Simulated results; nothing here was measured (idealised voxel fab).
process module | voxel transistor to metal
cross-section cut | 270 nm wide | cells 5 nm
A cross-section is a grid of square cells, given in bands from the top down. A band is one or more rows of cells.
Each band's line starts with the height of the band's top and of its bottom, in nm. Then come its materials from left to right, each with its width in nm. One material with "throughout" fills the band from edge to edge. "air" is empty space.
Height 0 is the level under which the wafer as received is all one material. The lowest band goes on downwards, as in "0 down".
A width such as "30 to 40" changes by the same amount from each row of cells to the next, from the band's top row to its bottom row.
"no change" after a step means that no cell of the cross-section changed.
closed voids: empty space of 8 cells or more with no open way to the top, each as width x height at its distance from the left edge, in nm
after a step's settings: what the simulator itself notes on the step
overlay nm, on a step with a mask: how far to the right of its planned place the mask lay; to the left if negative
plan
1 op RECEIVE | material Si
2 op CONFORMAL_DEP | material SiO2 | thk nm 5
3 op CONFORMAL_DEP | material SiN | thk nm 15
4 op DIRECTIONAL_DEP | material aC | thk nm 10
5 op PATTERN | tone cover | mask id ACTIVE | material resist | width nm 105 | pitch nm 135 | thk nm 25 | overlay nm 0
6 op DIRECTIONAL_ETCH | etch materials aC | depth nm 10
7 op STRIP | etch materials resist
8 op DIRECTIONAL_ETCH | etch materials SiN | depth nm 15
9 op DIRECTIONAL_ETCH | etch materials SiO2 | depth nm 5
10 op DIRECTIONAL_ETCH | etch materials Si | depth nm 20
11 op STRIP | etch materials aC
12 op FILL_DEP | material SiO2 | thk nm 5
13 op CMP | height nm 20
14 op SELECTIVE_ETCH | etch materials SiO2 | depth nm 10
15 op STRIP | etch materials SiN
16 op SELECTIVE_ETCH | etch materials SiO2 | depth nm 5
17 op OXIDIZE | depth nm 5
18 op DIRECTIONAL_DEP | material polySi | thk nm 30
19 op DIRECTIONAL_DEP | material SiCN | thk nm 10
20 op MASKED_ETCH | tone cover | mask id GATE | width nm 15 | pitch nm 135 | etch materials SiCN | depth nm 20 | overlay nm 0
21 op MASKED_ETCH | tone cover | mask id GATE | width nm 15 | pitch nm 135 | etch materials polySi | depth nm 40 | overlay nm 0
22 op CONFORMAL_DEP | material SiN | thk nm 10
23 op DIRECTIONAL_ETCH | etch materials SiN | depth nm 10
24 op DIRECTIONAL_ETCH | etch materials SiO2 | depth nm 5
25 op DIRECTIONAL_ETCH | etch materials Si | depth nm 10
26 op EPI | material nSi | thk nm 10
27 op FILL_DEP | material SiO2 | thk nm 10
28 op CMP | height nm 40
29 op DIRECTIONAL_DEP | material SiO2 | thk nm 10
30 op PATTERN | tone open | mask id CONTACT | material resist | width nm 30 | thk nm 15 | overlay nm 0
31 op DIRECTIONAL_ETCH | etch materials SiO2 | depth nm 55
32 op STRIP | etch materials resist
33 op CONFORMAL_DEP | material TiN | thk nm 5
34 op FILL_DEP | material W | thk nm 5
35 op CMP | height nm 50
36 op CONFORMAL_DEP | material SiCN | thk nm 5
37 op DIRECTIONAL_DEP | material lowk | thk nm 20
38 op PATTERN | tone open | mask id METAL_1 | material resist | width nm 15 | thk nm 20 | overlay nm 0
39 op DIRECTIONAL_ETCH | etch materials lowk | depth nm 20
40 op DIRECTIONAL_ETCH | etch materials SiCN | depth nm 5
41 op STRIP | etch materials resist
42 op CONFORMAL_DEP | material TiN | thk nm 5
43 op FILL_DEP | material Cu | thk nm 5
44 op CMP | height nm 75
45 op EPI | material Ru | thk nm 5
46 op FILL_DEP | material SiCN | thk nm 5
as received, after step 1
  0 down: Si throughout
  closed voids: none
a wafer at the end: this start, this plan, one mistake
  85 to 80: SiCN throughout
  80 to 75: SiCN 20 | Ru 25 | SiCN 45 | Ru 25 | SiCN 40 | Ru 25 | SiCN 45 | Ru 25 | SiCN 20
  75 to 55: lowk 25 | TiN 5 | Cu 5 | TiN 5 | lowk 55 | TiN 5 | Cu 5 | TiN 5 | lowk 50 | TiN 5 | Cu 5 | TiN 5 | lowk 55 | TiN 5 | Cu 5 | TiN 5 | lowk 25
  55 to 50: SiCN 25 | TiN 15 | SiCN 55 | TiN 15 | SiCN 50 | TiN 15 | SiCN 55 | TiN 15 | SiCN 25
  50 to 40: SiO2 25 | TiN 5 | W 20 to 15 | TiN 5 to 10 | SiO2 25 | TiN 5 to 10 | W 20 to 15 | TiN 5 | SiO2 50 | TiN 5 | W 20 to 15 | TiN 5 to 10 | SiO2 25 | TiN 5 to 10 | W 20 to 15 | TiN 5 | SiO2 25
  40 to 30: SiO2 25 | TiN 5 | W 15 | TiN 5 | SiN 10 | SiCN 15 | SiN 10 | TiN 5 | W 15 | TiN 5 | SiO2 50 | TiN 5 | W 15 | TiN 5 | SiN 10 | SiCN 15 | SiN 10 | TiN 5 | W 15 | TiN 5 | SiO2 25
  30 to 10: SiO2 25 | TiN 5 | W 15 | TiN 5 | SiN 10 | polySi 15 | SiN 10 | TiN 5 | W 15 | TiN 5 | SiO2 50 | TiN 5 | W 15 | TiN 5 | SiN 10 | polySi 15 | SiN 10 | TiN 5 | W 15 | TiN 5 | SiO2 25
  10 to 5: SiO2 25 | TiN 5 | W 5 | TiN 15 | SiN 10 | polySi 15 | SiN 10 | TiN 15 | W 5 | TiN 5 | SiO2 50 | TiN 5 | W 5 | TiN 15 | SiN 10 | polySi 15 | SiN 10 | TiN 15 | W 5 | TiN 5 | SiO2 25
  5 to 0: SiO2 10 | SiN 10 | SiO2 5 | TiN 15 | nSi 10 | SiN 10 | polySi 15 | SiN 10 | nSi 10 | TiN 15 | SiO2 5 | SiN 10 | SiO2 20 | SiN 10 | SiO2 5 | TiN 15 | nSi 10 | SiN 10 | polySi 15 | SiN 10 | nSi 10 | TiN 15 | SiO2 5 | SiN 10 | SiO2 10
  0 to -5: SiO2 10 | SiN 5 | SiO2 5 | nSi 10 | TiN 10 | nSi 10 | SiO2 35 | nSi 10 | TiN 10 | nSi 10 | SiO2 5 | SiN 5 | SiO2 20 | SiN 5 | SiO2 5 | nSi 10 | TiN 10 | nSi 10 | SiO2 35 | nSi 10 | TiN 10 | nSi 10 | SiO2 5 | SiN 5 | SiO2 10
  -5 to -10: SiO2 20 | nSi 30 | Si 35 | nSi 30 | SiO2 40 | nSi 30 | Si 35 | nSi 30 | SiO2 20
  -10 to -15: SiO2 15 | Si 5 | nSi 30 | Si 35 | nSi 30 | Si 5 | SiO2 30 | Si 5 | nSi 30 | Si 35 | nSi 30 | Si 5 | SiO2 15
  -15 to -20: SiO2 15 | Si 105 | SiO2 30 | Si 105 | SiO2 15
  -20 down: Si throughout
  closed voids: none
what went wrong: step 2 was left out
